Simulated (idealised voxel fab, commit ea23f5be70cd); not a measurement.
voxel gate over fins: a process module
For reference, the cross-section in this document is cut, with width 225 nm and square cells of 5 nm.
Think of the cross-section as a grid of square cells. We describe it in bands, top to bottom, and each band covers one or more rows of those cells. Band entry format. Leading values: height of top, height of bottom, nm. Remainder: materials in left-to-right order, each with its width in nm. Special words: "full width" on a single material, which then fills the band edge to edge; "air", empty space. Heights from 0 (as-received wafer is one material below). Bottom band endless downward, as "z 0 and below". The two numbers in a width such as "30->40" mark its ends across the band: the first belongs to the top row of cells, the second to the bottom row, and from each row to the next the width moves by the same amount. Where a step carries "nothing changed", the cross-section came out of it unchanged, cell for cell. "Voids, enclosed" means: voids of 8 cells or more that are shut off from the top with no open way through. Written width x height at distance, distance from the left edge, in nm. Post-settings text on a step line: simulator's own remark regarding the step. On any step carrying a mask, the "overlay nm" setting, if present on the step's line, tells how far right of its planned place the mask lay; negative values point to the left. Everything after this point is organized in pairs: a cross-section before one process step, a cross-section after it that shows only as deep as the lowest changed band, and, under the pair, the intervening step with its settings. Because different runs of this module on the same starting wafer can supply different pairs, a pair continues from the pair above it only if its entry headed "State before" says so.

[State before]
* z 0 and below: Si full width
* Voids, enclosed: none

[Step Outcome]
* z 5 to 0: SiN full width
* Note: structure below 0 unchanged.
* Voids, enclosed: none
The two cross-sections above bracket this step: CONFORMAL_DEP | material SiN | thk nm 5

State before: check the pair just above; its after cross-section is our before state.

[Step Outcome]
* z 20 to 5: 45 of air; 15 of resist; 25 of air; 15 of resist; 25 of air; 15 of resist; 25 of air; 15 of resist; 45 of air
* Note: structure below 5 unchanged.
* Voids, enclosed: none
The two cross-sections above bracket this step: PATTERN | tone cover | mask id FINS | material resist | width nm 15 | pitch nm 40 | thk nm 15 | overlay nm 0

State before: check the pair just above; its after cross-section is our before state.

[Step Outcome]
* z 20 to 5: 45 of air; 15 of resist; 25 of air; 15 of resist; 25 of air; 15 of resist; 25 of air; 15 of resist; 45 of air
* z 5 to 0: 45 of air; 15 of SiN; 25 of air; 15 of SiN; 25 of air; 15 of SiN; 25 of air; 15 of SiN; 45 of air
* Note: structure below 0 unchanged.
* Voids, enclosed: none
The two cross-sections above bracket this step: DIRECTIONAL_ETCH | etch materials SiN | depth nm 5

State before: check the pair just above; its after cross-section is our before state.

[Step Outcome]
* z 20 to 5: 45 of air; 15 of resist; 25 of air; 15 of resist; 25 of air; 15 of resist; 25 of air; 15 of resist; 45 of air
* z 5 to 0: 45 of air; 15 of SiN; 25 of air; 15 of SiN; 25 of air; 15 of SiN; 25 of air; 15 of SiN; 45 of air
* z 0 to -40: 45 of air; 15 of Si; 25 of air; 15 of Si; 25 of air; 15 of Si; 25 of air; 15 of Si; 45 of air
* Note: structure below -40 unchanged.
* Voids, enclosed: none
The two cross-sections above bracket this step: DIRECTIONAL_ETCH | etch materials Si | depth nm 40

State before: check the pair just above; its after cross-section is our before state.

[Step Outcome]
* z 5 to 0: 45 of air; 15 of SiN; 25 of air; 15 of SiN; 25 of air; 15 of SiN; 25 of air; 15 of SiN; 45 of air
* Note: structure below 0 unchanged.
* Voids, enclosed: none
The two cross-sections above bracket this step: STRIP | etch materials resist

State before: check the pair just above; its after cross-section is our before state.

[Step Outcome]
* z 5 to 0: 45 of air; 15 of SiN; 25 of air; 15 of SiN; 25 of air; 15 of SiN; 25 of air; 15 of SiN; 45 of air
* z 0 to -40: 45 of air; 5 of SiO2; 5 of Si; 5 of SiO2; 25 of air; 5 of SiO2; 5 of Si; 5 of SiO2; 25 of air; 5 of SiO2; 5 of Si; 5 of SiO2; 25 of air; 5 of SiO2; 5 of Si; 5 of SiO2; 45 of air
* z -40 to -45: 50 of SiO2; 5 of Si; 35 of SiO2; 5 of Si; 35 of SiO2; 5 of Si; 35 of SiO2; 5 of Si; 50 of SiO2
* Note: structure below -45 unchanged.
* Voids, enclosed: none
The two cross-sections above bracket this step: OXIDIZE | depth nm 5

State before: check the pair just above; its after cross-section is our before state.

[Step Outcome]
* z 15 to 5: SiO2 full width
* z 5 to 0: 45 of SiO2; 15 of SiN; 25 of SiO2; 15 of SiN; 25 of SiO2; 15 of SiN; 25 of SiO2; 15 of SiN; 45 of SiO2
* z 0 to -45: 50 of SiO2; 5 of Si; 35 of SiO2; 5 of Si; 35 of SiO2; 5 of Si; 35 of SiO2; 5 of Si; 50 of SiO2
* Note: structure below -45 unchanged.
* Voids, enclosed: none
The two cross-sections above bracket this step: FILL_DEP | material SiO2 | thk nm 10

State before: check the pair just above; its after cross-section is our before state.

[Step Outcome]
* z 5 to 0: 45 of SiO2; 15 of SiN; 25 of SiO2; 15 of SiN; 25 of SiO2; 15 of SiN; 25 of SiO2; 15 of SiN; 45 of SiO2
* Note: structure below 0 unchanged.
* Voids, enclosed: none
The two cross-sections above bracket this step: CMP | height nm 5

State before: check the pair just above; its after cross-section is our before state.

[Step Outcome]
* z 5 to 0: 45 of air; 15 of SiN; 25 of air; 15 of SiN; 25 of air; 15 of SiN; 25 of air; 15 of SiN; 45 of air
* z 0 to -10: 50 of air; 5 of Si; 35 of air; 5 of Si; 35 of air; 5 of Si; 35 of air; 5 of Si; 50 of air
* Note: structure below -10 unchanged.
* Voids, enclosed: none
The two cross-sections above bracket this step: SELECTIVE_ETCH | etch materials SiO2 | depth nm 15

State before: check the pair just above; its after cross-section is our before state.

[Step Outcome]
* z 0 to -10: 50 of air; 5 of Si; 35 of air; 5 of Si; 35 of air; 5 of Si; 35 of air; 5 of Si; 50 of air
* Note: structure below -10 unchanged.
* Voids, enclosed: none
The two cross-sections above bracket this step: STRIP | etch materials SiN

State before: check the pair just above; its after cross-section is our before state.

[Step Outcome]
* z 5 to 0: 45 of air; 15 of HfO2; 25 of air; 15 of HfO2; 25 of air; 15 of HfO2; 25 of air; 15 of HfO2; 45 of air
* z 0 to -5: 45 of air; 5 of HfO2; 5 of Si; 5 of HfO2; 25 of air; 5 of HfO2; 5 of Si; 5 of HfO2; 25 of air; 5 of HfO2; 5 of Si; 5 of HfO2; 25 of air; 5 of HfO2; 5 of Si; 5 of HfO2; 45 of air
* z -5 to -10: 50 of HfO2; 5 of Si; 35 of HfO2; 5 of Si; 35 of HfO2; 5 of Si; 35 of HfO2; 5 of Si; 50 of HfO2
* Note: structure below -10 unchanged.
* Voids, enclosed: none
The two cross-sections above bracket this step: CONFORMAL_DEP | material HfO2 | thk nm 5

State before: check the pair just above; its after cross-section is our before state.

[Step Outcome]
* z 10 to 5: 40 of air; 25 of TiN; 15 of air; 25 of TiN; 15 of air; 25 of TiN; 15 of air; 25 of TiN; 40 of air
* z 5 to 0: 40 of air; 5 of TiN; 15 of HfO2; 5 of TiN; 15 of air; 5 of TiN; 15 of HfO2; 5 of TiN; 15 of air; 5 of TiN; 15 of HfO2; 5 of TiN; 15 of air; 5 of TiN; 15 of HfO2; 5 of TiN; 40 of air
* z 0 to -5: 45 of TiN; 5 of HfO2; 5 of Si; 5 of HfO2; 25 of TiN; 5 of HfO2; 5 of Si; 5 of HfO2; 25 of TiN; 5 of HfO2; 5 of Si; 5 of HfO2; 25 of TiN; 5 of HfO2; 5 of Si; 5 of HfO2; 45 of TiN
* Note: structure below -5 unchanged.
* Voids, enclosed: none
The two cross-sections above bracket this step: CONFORMAL_DEP | material TiN | thk nm 5

State before: check the pair just above; its after cross-section is our before state.

[Step Outcome]
* z 25 to 10: W full width
* z 10 to 5: 40 of W; 25 of TiN; 15 of W; 25 of TiN; 15 of W; 25 of TiN; 15 of W; 25 of TiN; 40 of W
* z 5 to 0: 40 of W; 5 of TiN; 15 of HfO2; 5 of TiN; 15 of W; 5 of TiN; 15 of HfO2; 5 of TiN; 15 of W; 5 of TiN; 15 of HfO2; 5 of TiN; 15 of W; 5 of TiN; 15 of HfO2; 5 of TiN; 40 of W
* Note: structure below 0 unchanged.
* Voids, enclosed: none
The two cross-sections above bracket this step: FILL_DEP | material W | thk nm 15

State before: check the pair just above; its after cross-section is our before state.

[Step Outcome]
* z 20 to 10: W full width
* Note: structure below 10 unchanged.
* Voids, enclosed: none
The two cross-sections above bracket this step: CMP | height nm 20

State before: check the pair just above; its after cross-section is our before state.

[Step Outcome]
* z 25 to 20: SiCN full width
* Note: structure below 20 unchanged.
* Voids, enclosed: none
The two cross-sections above bracket this step: CONFORMAL_DEP | material SiCN | thk nm 5

[State before]
* z 0 to -10: 50 of air; 5 of Si; 35 of air; 5 of Si; 35 of air; 5 of Si; 35 of air; 5 of Si; 50 of air
* z -10 to -45: 50 of SiO2; 5 of Si; 35 of SiO2; 5 of Si; 35 of SiO2; 5 of Si; 35 of SiO2; 5 of Si; 50 of SiO2
* z -45 and below: Si full width
* Voids, enclosed: none

[Step Outcome]
* z 5 to 0: 45 of air; 15 of TiN; 25 of air; 15 of TiN; 25 of air; 15 of TiN; 25 of air; 15 of TiN; 45 of air
* z 0 to -5: 45 of air; 5 of TiN; 5 of Si; 5 of TiN; 25 of air; 5 of TiN; 5 of Si; 5 of TiN; 25 of air; 5 of TiN; 5 of Si; 5 of TiN; 25 of air; 5 of TiN; 5 of Si; 5 of TiN; 45 of air
* z -5 to -10: 50 of TiN; 5 of Si; 35 of TiN; 5 of Si; 35 of TiN; 5 of Si; 35 of TiN; 5 of Si; 50 of TiN
* Note: structure below -10 unchanged.
* Voids, enclosed: none
The two cross-sections above bracket this step: CONFORMAL_DEP | material TiN | thk nm 5

State before: check the pair just above; its after cross-section is our before state.

[Step Outcome]
* z 20 to 5: W full width
* z 5 to 0: 45 of W; 15 of TiN; 25 of W; 15 of TiN; 25 of W; 15 of TiN; 25 of W; 15 of TiN; 45 of W
* z 0 to -5: 45 of W; 5 of TiN; 5 of Si; 5 of TiN; 25 of W; 5 of TiN; 5 of Si; 5 of TiN; 25 of W; 5 of TiN; 5 of Si; 5 of TiN; 25 of W; 5 of TiN; 5 of Si; 5 of TiN; 45 of W
* Note: structure below -5 unchanged.
* Voids, enclosed: none
The two cross-sections above bracket this step: FILL_DEP | material W | thk nm 15

State before: check the pair just above; its after cross-section is our before state.

[Step Outcome]
* z 25 to 20: SiCN full width
* Note: structure below 20 unchanged.
* Voids, enclosed: none
The two cross-sections above bracket this step: CONFORMAL_DEP | material SiCN | thk nm 5

[State before]
* z 5 to 0: 45 of air; 15 of SiN; 25 of air; 15 of SiN; 25 of air; 15 of SiN; 25 of air; 15 of SiN; 45 of air
* z 0 to -10: 50 of air; 5 of Si; 35 of air; 5 of Si; 35 of air; 5 of Si; 35 of air; 5 of Si; 50 of air
* z -10 to -45: 50 of SiO2; 5 of Si; 35 of SiO2; 5 of Si; 35 of SiO2; 5 of Si; 35 of SiO2; 5 of Si; 50 of SiO2
* z -45 and below: Si full width
* Voids, enclosed: none

[Step Outcome]
* z 5 to 0: 45 of air; 15 of SiN; 25 of air; 15 of SiN; 25 of air; 15 of SiN; 25 of air; 15 of SiN; 45 of air
* z 0 to -25: 50 of air; 5 of Si; 35 of air; 5 of Si; 35 of air; 5 of Si; 35 of air; 5 of Si; 50 of air
* Note: structure below -25 unchanged.
* Voids, enclosed: none
The two cross-sections above bracket this step: SELECTIVE_ETCH | etch materials SiO2 | depth nm 15

State before: check the pair just above; its after cross-section is our before state.

[Step Outcome]
* z 0 to -25: 50 of air; 5 of Si; 35 of air; 5 of Si; 35 of air; 5 of Si; 35 of air; 5 of Si; 50 of air
* Note: structure below -25 unchanged.
* Voids, enclosed: none
The two cross-sections above bracket this step: STRIP | etch materials SiN

State before: check the pair just above; its after cross-section is our before state.

[Step Outcome]
* z 5 to 0: 45 of air; 15 of HfO2; 25 of air; 15 of HfO2; 25 of air; 15 of HfO2; 25 of air; 15 of HfO2; 45 of air
* z 0 to -20: 45 of air; 5 of HfO2; 5 of Si; 5 of HfO2; 25 of air; 5 of HfO2; 5 of Si; 5 of HfO2; 25 of air; 5 of HfO2; 5 of Si; 5 of HfO2; 25 of air; 5 of HfO2; 5 of Si; 5 of HfO2; 45 of air
* z -20 to -25: 50 of HfO2; 5 of Si; 35 of HfO2; 5 of Si; 35 of HfO2; 5 of Si; 35 of HfO2; 5 of Si; 50 of HfO2
* Note: structure below -25 unchanged.
* Voids, enclosed: none
The two cross-sections above bracket this step: CONFORMAL_DEP | material HfO2 | thk nm 5

State before: check the pair just above; its after cross-section is our before state.

[Step Outcome]
* z 10 to 5: 40 of air; 25 of TiN; 15 of air; 25 of TiN; 15 of air; 25 of TiN; 15 of air; 25 of TiN; 40 of air
* z 5 to 0: 40 of air; 5 of TiN; 15 of HfO2; 5 of TiN; 15 of air; 5 of TiN; 15 of HfO2; 5 of TiN; 15 of air; 5 of TiN; 15 of HfO2; 5 of TiN; 15 of air; 5 of TiN; 15 of HfO2; 5 of TiN; 40 of air
* z 0 to -15: 40 of air; 5 of TiN; 5 of HfO2; 5 of Si; 5 of HfO2; 5 of TiN; 15 of air; 5 of TiN; 5 of HfO2; 5 of Si; 5 of HfO2; 5 of TiN; 15 of air; 5 of TiN; 5 of HfO2; 5 of Si; 5 of HfO2; 5 of TiN; 15 of air; 5 of TiN; 5 of HfO2; 5 of Si; 5 of HfO2; 5 of TiN; 40 of air
* z -15 to -20: 45 of TiN; 5 of HfO2; 5 of Si; 5 of HfO2; 25 of TiN; 5 of HfO2; 5 of Si; 5 of HfO2; 25 of TiN; 5 of HfO2; 5 of Si; 5 of HfO2; 25 of TiN; 5 of HfO2; 5 of Si; 5 of HfO2; 45 of TiN
* Note: structure below -20 unchanged.
* Voids, enclosed: none
The two cross-sections above bracket this step: CONFORMAL_DEP | material TiN | thk nm 5

State before: check the pair just above; its after cross-section is our before state.

[Step Outcome]
* z 25 to 10: W full width
* z 10 to 5: 40 of W; 25 of TiN; 15 of W; 25 of TiN; 15 of W; 25 of TiN; 15 of W; 25 of TiN; 40 of W
* z 5 to 0: 40 of W; 5 of TiN; 15 of HfO2; 5 of TiN; 15 of W; 5 of TiN; 15 of HfO2; 5 of TiN; 15 of W; 5 of TiN; 15 of HfO2; 5 of TiN; 15 of W; 5 of TiN; 15 of HfO2; 5 of TiN; 40 of W
* z 0 to -15: 40 of W; 5 of TiN; 5 of HfO2; 5 of Si; 5 of HfO2; 5 of TiN; 15 of W; 5 of TiN; 5 of HfO2; 5 of Si; 5 of HfO2; 5 of TiN; 15 of W; 5 of TiN; 5 of HfO2; 5 of Si; 5 of HfO2; 5 of TiN; 15 of W; 5 of TiN; 5 of HfO2; 5 of Si; 5 of HfO2; 5 of TiN; 40 of W
* Note: structure below -15 unchanged.
* Voids, enclosed: none
The two cross-sections above bracket this step: FILL_DEP | material W | thk nm 15

State before: check the pair just above; its after cross-section is our before state.

[Step Outcome]
* z 20 to 10: W full width
* Note: structure below 10 unchanged.
* Voids, enclosed: none
The two cross-sections above bracket this step: CMP | height nm 20

State before: check the pair just above; its after cross-section is our before state.

[Step Outcome]
* z 25 to 20: SiCN full width
* Note: structure below 20 unchanged.
* Voids, enclosed: none
The two cross-sections above bracket this step: CONFORMAL_DEP | material SiCN | thk nm 5

[State before]
* z 5 to 0: 45 of SiO2; 15 of SiN; 25 of SiO2; 15 of SiN; 25 of SiO2; 15 of SiN; 25 of SiO2; 15 of SiN; 45 of SiO2
* z 0 to -45: 50 of SiO2; 5 of Si; 35 of SiO2; 5 of Si; 35 of SiO2; 5 of Si; 35 of SiO2; 5 of Si; 50 of SiO2
* z -45 and below: Si full width
* Voids, enclosed: none

[Step Outcome]
* z 5 to 0: 45 of SiO2; 15 of air; 25 of SiO2; 15 of air; 25 of SiO2; 15 of air; 25 of SiO2; 15 of air; 45 of SiO2
* Note: structure below 0 unchanged.
* Voids, enclosed: none
The two cross-sections above bracket this step: STRIP | etch materials SiN

State before: check the pair just above; its after cross-section is our before state.

[Step Outcome]
* z 0 to -10: 50 of air; 5 of Si; 35 of air; 5 of Si; 35 of air; 5 of Si; 35 of air; 5 of Si; 50 of air
* z -10 to -15: 30 of SiO2; 20 of air; 5 of Si; 35 of air; 5 of Si; 35 of air; 5 of Si; 35 of air; 5 of Si; 20 of air; 30 of SiO2
* Note: structure below -15 unchanged.
* Voids, enclosed: none
The two cross-sections above bracket this step: SELECTIVE_ETCH | etch materials SiO2 | depth nm 15

State before: check the pair just above; its after cross-section is our before state.

[Step Outcome]
* z 5 to 0: 45 of air; 15 of HfO2; 25 of air; 15 of HfO2; 25 of air; 15 of HfO2; 25 of air; 15 of HfO2; 45 of air
* z 0 to -5: 45 of air; 5 of HfO2; 5 of Si; 5 of HfO2; 25 of air; 5 of HfO2; 5 of Si; 5 of HfO2; 25 of air; 5 of HfO2; 5 of Si; 5 of HfO2; 25 of air; 5 of HfO2; 5 of Si; 5 of HfO2; 45 of air
* z -5 to -10: 35 of HfO2; 10 of air; 5 of HfO2; 5 of Si; 5 of HfO2; 25 of air; 5 of HfO2; 5 of Si; 5 of HfO2; 25 of air; 5 of HfO2; 5 of Si; 5 of HfO2; 25 of air; 5 of HfO2; 5 of Si; 5 of HfO2; 10 of air; 35 of HfO2
* z -10 to -15: 30 of SiO2; 20 of HfO2; 5 of Si; 35 of HfO2; 5 of Si; 35 of HfO2; 5 of Si; 35 of HfO2; 5 of Si; 20 of HfO2; 30 of SiO2
* Note: structure below -15 unchanged.
* Voids, enclosed: none
The two cross-sections above bracket this step: CONFORMAL_DEP | material HfO2 | thk nm 5

State before: check the pair just above; its after cross-section is our before state.

[Step Outcome]
* z 10 to 5: 40 of air; 25 of TiN; 15 of air; 25 of TiN; 15 of air; 25 of TiN; 15 of air; 25 of TiN; 40 of air
* z 5 to 0: 40 of air; 5 of TiN; 15 of HfO2; 5 of TiN; 15 of air; 5 of TiN; 15 of HfO2; 5 of TiN; 15 of air; 5 of TiN; 15 of HfO2; 5 of TiN; 15 of air; 5 of TiN; 15 of HfO2; 5 of TiN; 40 of air
* z 0 to -5: 45 of TiN; 5 of HfO2; 5 of Si; 5 of HfO2; 5 of TiN; 15 of air; 5 of TiN; 5 of HfO2; 5 of Si; 5 of HfO2; 5 of TiN; 15 of air; 5 of TiN; 5 of HfO2; 5 of Si; 5 of HfO2; 5 of TiN; 15 of air; 5 of TiN; 5 of HfO2; 5 of Si; 5 of HfO2; 45 of TiN
* z -5 to -10: 35 of HfO2; 10 of TiN; 5 of HfO2; 5 of Si; 5 of HfO2; 25 of TiN; 5 of HfO2; 5 of Si; 5 of HfO2; 25 of TiN; 5 of HfO2; 5 of Si; 5 of HfO2; 25 of TiN; 5 of HfO2; 5 of Si; 5 of HfO2; 10 of TiN; 35 of HfO2
* Note: structure below -10 unchanged.
* Voids, enclosed: none
The two cross-sections above bracket this step: CONFORMAL_DEP | material TiN | thk nm 5

State before: check the pair just above; its after cross-section is our before state.

[Step Outcome]
* z 25 to 10: W full width
* z 10 to 5: 40 of W; 25 of TiN; 15 of W; 25 of TiN; 15 of W; 25 of TiN; 15 of W; 25 of TiN; 40 of W
* z 5 to 0: 40 of W; 5 of TiN; 15 of HfO2; 5 of TiN; 15 of W; 5 of TiN; 15 of HfO2; 5 of TiN; 15 of W; 5 of TiN; 15 of HfO2; 5 of TiN; 15 of W; 5 of TiN; 15 of HfO2; 5 of TiN; 40 of W
* z 0 to -5: 45 of TiN; 5 of HfO2; 5 of Si; 5 of HfO2; 5 of TiN; 15 of W; 5 of TiN; 5 of HfO2; 5 of Si; 5 of HfO2; 5 of TiN; 15 of W; 5 of TiN; 5 of HfO2; 5 of Si; 5 of HfO2; 5 of TiN; 15 of W; 5 of TiN; 5 of HfO2; 5 of Si; 5 of HfO2; 45 of TiN
* Note: structure below -5 unchanged.
* Voids, enclosed: none
The two cross-sections above bracket this step: FILL_DEP | material W | thk nm 15

State before: check the pair just above; its after cross-section is our before state.

[Step Outcome]
* z 20 to 10: W full width
* Note: structure below 10 unchanged.
* Voids, enclosed: none
The two cross-sections above bracket this step: CMP | height nm 20

State before: check the pair just above; its after cross-section is our before state.

[Step Outcome]
* z 25 to 20: SiCN full width
* Note: structure below 20 unchanged.
* Voids, enclosed: none
The two cross-sections above bracket this step: CONFORMAL_DEP | material SiCN | thk nm 5

[State before]
* z 0 to -10: 50 of air; 5 of Si; 35 of air; 5 of Si; 35 of air; 5 of Si; 35 of air; 5 of Si; 50 of air
* z -10 to -45: 50 of SiO2; 5 of Si; 35 of SiO2; 5 of Si; 35 of SiO2; 5 of Si; 35 of SiO2; 5 of Si; 50 of SiO2
* z -45 and below: Si full width
* Voids, enclosed: none

[Step Outcome]
* z 15 to 5: 35 of air; 35 of HfO2; 5 of air; 35 of HfO2; 5 of air; 35 of HfO2; 5 of air; 35 of HfO2; 35 of air
* z 5 to 0: HfO2 full width
* z 0 to -10: 50 of HfO2; 5 of Si; 35 of HfO2; 5 of Si; 35 of HfO2; 5 of Si; 35 of HfO2; 5 of Si; 50 of HfO2
* Note: structure below -10 unchanged.
* Voids, enclosed: none
The two cross-sections above bracket this step: CONFORMAL_DEP | material HfO2 | thk nm 15

State before: check the pair just above; its after cross-section is our before state.

[Step Outcome]
* z 20 to 15: 30 of air; 165 of TiN; 30 of air
* z 15 to 10: 30 of air; 5 of TiN; 35 of HfO2; 5 of TiN; 35 of HfO2; 5 of TiN; 35 of HfO2; 5 of TiN; 35 of HfO2; 5 of TiN; 30 of air
* z 10 to 5: 35 of TiN; 35 of HfO2; 5 of TiN; 35 of HfO2; 5 of TiN; 35 of HfO2; 5 of TiN; 35 of HfO2; 35 of TiN
* Note: structure below 5 unchanged.
* Voids, enclosed: none
The two cross-sections above bracket this step: CONFORMAL_DEP | material TiN | thk nm 5

State before: check the pair just above; its after cross-section is our before state.

[Step Outcome]
* z 35 to 20: W full width
* z 20 to 15: 30 of W; 165 of TiN; 30 of W
* z 15 to 10: 30 of W; 5 of TiN; 35 of HfO2; 5 of TiN; 35 of HfO2; 5 of TiN; 35 of HfO2; 5 of TiN; 35 of HfO2; 5 of TiN; 30 of W
* Note: structure below 10 unchanged.
* Voids, enclosed: none
The two cross-sections above bracket this step: FILL_DEP | material W | thk nm 15

State before: check the pair just above; its after cross-section is our before state.

[Step Outcome]
* z 20 to 15: 30 of W; 165 of TiN; 30 of W
* Note: structure below 15 unchanged.
* Voids, enclosed: none
The two cross-sections above bracket this step: CMP | height nm 20

State before: check the pair just above; its after cross-section is our before state.

[Step Outcome]
* z 25 to 20: SiCN full width
* Note: structure below 20 unchanged.
* Voids, enclosed: none
The two cross-sections above bracket this step: CONFORMAL_DEP | material SiCN | thk nm 5

[State before]
* z 5 to 0: SiN full width
* z 0 and below: Si full width
* Voids, enclosed: none

[Step Outcome]
* z 20 to 5: 45 of air; 20 of resist; 20 of air; 20 of resist; 20 of air; 20 of resist; 20 of air; 20 of resist; 40 of air
* Note: structure below 5 unchanged.
* Voids, enclosed: none
The two cross-sections above bracket this step: PATTERN | tone cover | mask id FINS | material resist | width nm 20 | pitch nm 40 | thk nm 15 | overlay nm 0

State before: check the pair just above; its after cross-section is our before state.

[Step Outcome]
* z 20 to 5: 45 of air; 20 of resist; 20 of air; 20 of resist; 20 of air; 20 of resist; 20 of air; 20 of resist; 40 of air
* z 5 to 0: 45 of air; 20 of SiN; 20 of air; 20 of SiN; 20 of air; 20 of SiN; 20 of air; 20 of SiN; 40 of air
* Note: structure below 0 unchanged.
* Voids, enclosed: none
The two cross-sections above bracket this step: DIRECTIONAL_ETCH | etch materials SiN | depth nm 5

State before: check the pair just above; its after cross-section is our before state.

[Step Outcome]
* z 20 to 5: 45 of air; 20 of resist; 20 of air; 20 of resist; 20 of air; 20 of resist; 20 of air; 20 of resist; 40 of air
* z 5 to 0: 45 of air; 20 of SiN; 20 of air; 20 of SiN; 20 of air; 20 of SiN; 20 of air; 20 of SiN; 40 of air
* z 0 to -40: 45 of air; 20 of Si; 20 of air; 20 of Si; 20 of air; 20 of Si; 20 of air; 20 of Si; 40 of air
* Note: structure below -40 unchanged.
* Voids, enclosed: none
The two cross-sections above bracket this step: DIRECTIONAL_ETCH | etch materials Si | depth nm 40

State before: check the pair just above; its after cross-section is our before state.

[Step Outcome]
* z 5 to 0: 45 of air; 20 of SiN; 20 of air; 20 of SiN; 20 of air; 20 of SiN; 20 of air; 20 of SiN; 40 of air
* Note: structure below 0 unchanged.
* Voids, enclosed: none
The two cross-sections above bracket this step: STRIP | etch materials resist

State before: check the pair just above; its after cross-section is our before state.

[Step Outcome]
* z 5 to 0: 45 of air; 20 of SiN; 20 of air; 20 of SiN; 20 of air; 20 of SiN; 20 of air; 20 of SiN; 40 of air
* z 0 to -40: 45 of air; 5 of SiO2; 10 of Si; 5 of SiO2; 20 of air; 5 of SiO2; 10 of Si; 5 of SiO2; 20 of air; 5 of SiO2; 10 of Si; 5 of SiO2; 20 of air; 5 of SiO2; 10 of Si; 5 of SiO2; 40 of air
* z -40 to -45: 50 of SiO2; 10 of Si; 30 of SiO2; 10 of Si; 30 of SiO2; 10 of Si; 30 of SiO2; 10 of Si; 45 of SiO2
* Note: structure below -45 unchanged.
* Voids, enclosed: none
The two cross-sections above bracket this step: OXIDIZE | depth nm 5

State before: check the pair just above; its after cross-section is our before state.

[Step Outcome]
* z 15 to 5: SiO2 full width
* z 5 to 0: 45 of SiO2; 20 of SiN; 20 of SiO2; 20 of SiN; 20 of SiO2; 20 of SiN; 20 of SiO2; 20 of SiN; 40 of SiO2
* z 0 to -45: 50 of SiO2; 10 of Si; 30 of SiO2; 10 of Si; 30 of SiO2; 10 of Si; 30 of SiO2; 10 of Si; 45 of SiO2
* Note: structure below -45 unchanged.
* Voids, enclosed: none
The two cross-sections above bracket this step: FILL_DEP | material SiO2 | thk nm 10

State before: check the pair just above; its after cross-section is our before state.

[Step Outcome]
* z 5 to 0: 45 of SiO2; 20 of SiN; 20 of SiO2; 20 of SiN; 20 of SiO2; 20 of SiN; 20 of SiO2; 20 of SiN; 40 of SiO2
* Note: structure below 0 unchanged.
* Voids, enclosed: none
The two cross-sections above bracket this step: CMP | height nm 5

State before: check the pair just above; its after cross-section is our before state.

[Step Outcome]
* z 5 to 0: 45 of air; 20 of SiN; 20 of air; 20 of SiN; 20 of air; 20 of SiN; 20 of air; 20 of SiN; 40 of air
* z 0 to -10: 50 of air; 10 of Si; 30 of air; 10 of Si; 30 of air; 10 of Si; 30 of air; 10 of Si; 45 of air
* Note: structure below -10 unchanged.
* Voids, enclosed: none
The two cross-sections above bracket this step: SELECTIVE_ETCH | etch materials SiO2 | depth nm 15

State before: check the pair just above; its after cross-section is our before state.

[Step Outcome]
* z 0 to -10: 50 of air; 10 of Si; 30 of air; 10 of Si; 30 of air; 10 of Si; 30 of air; 10 of Si; 45 of air
* Note: structure below -10 unchanged.
* Voids, enclosed: none
The two cross-sections above bracket this step: STRIP | etch materials SiN

State before: check the pair just above; its after cross-section is our before state.

[Step Outcome]
* z 5 to 0: 45 of air; 20 of HfO2; 20 of air; 20 of HfO2; 20 of air; 20 of HfO2; 20 of air; 20 of HfO2; 40 of air
* z 0 to -5: 45 of air; 5 of HfO2; 10 of Si; 5 of HfO2; 20 of air; 5 of HfO2; 10 of Si; 5 of HfO2; 20 of air; 5 of HfO2; 10 of Si; 5 of HfO2; 20 of air; 5 of HfO2; 10 of Si; 5 of HfO2; 40 of air
* z -5 to -10: 50 of HfO2; 10 of Si; 30 of HfO2; 10 of Si; 30 of HfO2; 10 of Si; 30 of HfO2; 10 of Si; 45 of HfO2
* Note: structure below -10 unchanged.
* Voids, enclosed: none
The two cross-sections above bracket this step: CONFORMAL_DEP | material HfO2 | thk nm 5

State before: check the pair just above; its after cross-section is our before state.

[Step Outcome]
* z 10 to 5: 40 of air; 30 of TiN; 10 of air; 30 of TiN; 10 of air; 30 of TiN; 10 of air; 30 of TiN; 35 of air
* z 5 to 0: 40 of air; 5 of TiN; 20 of HfO2; 5 of TiN; 10 of air; 5 of TiN; 20 of HfO2; 5 of TiN; 10 of air; 5 of TiN; 20 of HfO2; 5 of TiN; 10 of air; 5 of TiN; 20 of HfO2; 5 of TiN; 35 of air
* z 0 to -5: 45 of TiN; 5 of HfO2; 10 of Si; 5 of HfO2; 20 of TiN; 5 of HfO2; 10 of Si; 5 of HfO2; 20 of TiN; 5 of HfO2; 10 of Si; 5 of HfO2; 20 of TiN; 5 of HfO2; 10 of Si; 5 of HfO2; 40 of TiN
* Note: structure below -5 unchanged.
* Voids, enclosed: none
The two cross-sections above bracket this step: CONFORMAL_DEP | material TiN | thk nm 5

State before: check the pair just above; its after cross-section is our before state.

[Step Outcome]
* z 25 to 10: W full width
* z 10 to 5: 40 of W; 30 of TiN; 10 of W; 30 of TiN; 10 of W; 30 of TiN; 10 of W; 30 of TiN; 35 of W
* z 5 to 0: 40 of W; 5 of TiN; 20 of HfO2; 5 of TiN; 10 of W; 5 of TiN; 20 of HfO2; 5 of TiN; 10 of W; 5 of TiN; 20 of HfO2; 5 of TiN; 10 of W; 5 of TiN; 20 of HfO2; 5 of TiN; 35 of W
* Note: structure below 0 unchanged.
* Voids, enclosed: none
The two cross-sections above bracket this step: FILL_DEP | material W | thk nm 15

State before: check the pair just above; its after cross-section is our before state.

[Step Outcome]
* z 20 to 10: W full width
* Note: structure below 10 unchanged.
* Voids, enclosed: none
The two cross-sections above bracket this step: CMP | height nm 20

State before: check the pair just above; its after cross-section is our before state.

[Step Outcome]
* z 25 to 20: SiCN full width
* Note: structure below 20 unchanged.
* Voids, enclosed: none
The two cross-sections above bracket this step: CONFORMAL_DEP | material SiCN | thk nm 5

[State before]
* z 5 to 0: SiN full width
* z 0 and below: Si full width
* Voids, enclosed: none

[Step Outcome]
* z 20 to 5: 55 of air; 15 of resist; 25 of air; 15 of resist; 25 of air; 15 of resist; 25 of air; 15 of resist; 35 of air
* Note: structure below 5 unchanged.
* Voids, enclosed: none
The two cross-sections above bracket this step: PATTERN | tone cover | mask id FINS | material resist | width nm 15 | pitch nm 40 | thk nm 15 | overlay nm 10
